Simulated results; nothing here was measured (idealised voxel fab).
voxel self aligned contacts: a process module
The figure presents cross-section cut, which has a width of 260 nm and is divided into square cells with an edge length of 5 nm.
Format of a cross-section: grid, square cells. Given as bands. Order: top down. Band: one or more rows of cells. Heads up on the band format: heights come first, top then bottom, in nm. After that it's the materials left to right, each with its width in nm. A single material flagged "everywhere" fills the whole band edge to edge, and "empty" means there's empty space there. Counting heights begins at 0, where everything beneath is, in the wafer as received, one material. The lowest band has no bottom; it goes on downwards, as "0 nm and below" shows. Note: "30->40" means the width goes from the first number (top row of the band) to the second number (bottom row) in equal steps per row of cells. "no modifications" means the step left every cell of the cross-section as it was. What "Unvented internal voids" gives you is every empty space of 8 cells or more that is cut off from the top. Each appears as width x height at distance, with the distance taken from the left edge and width, height and distance all in nm. Past the settings on a step's line: simulator remark, on that step. "overlay nm", when on a step's line for a step with a mask, measures how far to the right of its planned place the mask lay; a negative measure means to the left.
List of planned process steps:
1) RECEIVE,material Si
2) CONFORMAL_DEP,material SiO2,thk nm 5
3) DIRECTIONAL_DEP,material polySi,thk nm 25
4) DIRECTIONAL_DEP,material SiN,thk nm 20
5) DIRECTIONAL_DEP,material aC,thk nm 10
6) PATTERN,tone cover,mask id GATE,material resist,width nm 25,pitch nm 70,thk nm 25,overlay nm 0
7) DIRECTIONAL_ETCH,etch materials aC,depth nm 10
8) STRIP,etch materials resist
9) DIRECTIONAL_ETCH,etch materials SiN,depth nm 20
10) DIRECTIONAL_ETCH,etch materials polySi,depth nm 25
11) STRIP,etch materials aC
12) CONFORMAL_DEP,material SiN,thk nm 10
13) DIRECTIONAL_ETCH,etch materials SiN,depth nm 10
14) FILL_DEP,material SiO2,thk nm 15
15) CMP,height nm 55
16) MASKED_ETCH,tone open,mask id CONTACT,width nm 55,etch materials SiO2,depth nm 55,overlay nm 0
17) CONFORMAL_DEP,material TiN,thk nm 5
18) FILL_DEP,material W,thk nm 5
19) CMP,height nm 55
20) CONFORMAL_DEP,material SiCN,thk nm 5
The cross-section here shows the wafer as received, i.e. in its state after step 1:
    0 nm and below = Si everywhere
    Unvented internal voids: none
Cross-section: first of two wafers, module finished, run according to plan:
    60 nm to 55 nm = SiCN everywhere
    55 nm to 50 nm = 100 nm SiO2 / 20 nm TiN / 15 nm W / 20 nm TiN / 105 nm SiO2
    50 nm to 30 nm = 70 nm SiO2 / 45 nm SiN / 5 nm TiN / 15 nm W / 5 nm TiN / 45 nm SiN / 75 nm SiO2
    30 nm to 5 nm = 70 nm SiO2 / 10 nm SiN / 25 nm polySi / 10 nm SiN / 5 nm TiN / 15 nm W / 5 nm TiN / 10 nm SiN / 25 nm polySi / 10 nm SiN / 75 nm SiO2
    5 nm to 0 nm = 115 nm SiO2 / 25 nm TiN / 120 nm SiO2
    0 nm and below = Si everywhere
    Unvented internal voids: none
Wafer two (of two), end-of-module cross-section: start = wafer one, plan = wafer one, one run mistake:
    60 nm to 55 nm = SiCN everywhere
    55 nm to 45 nm = 100 nm SiO2 / 5->20 nm TiN / 45->15 nm W / 5->20 nm TiN / 105 nm SiO2
    45 nm to 25 nm = 70 nm SiO2 / 45 nm SiN / 5 nm TiN / 15 nm W / 5 nm TiN / 45 nm SiN / 75 nm SiO2
    25 nm to 5 nm = 70 nm SiO2 / 10 nm SiN / 25 nm polySi / 10 nm SiN / 5 nm TiN / 15 nm W / 5 nm TiN / 10 nm SiN / 25 nm polySi / 10 nm SiN / 75 nm SiO2
    5 nm to 0 nm = 70 nm SiO2 / 10 nm SiN / 25 nm polySi / 10 nm SiN / 25 nm TiN / 10 nm SiN / 25 nm polySi / 10 nm SiN / 75 nm SiO2
    0 nm and below = Si everywhere
    Unvented internal voids: none
Want to know what went wrong? step 2 of the plan did not run at all; it was left out
Heads up, by the end the second wafer has more or fewer cells of some materials compared to the first: -6 SiO2 | +6 W
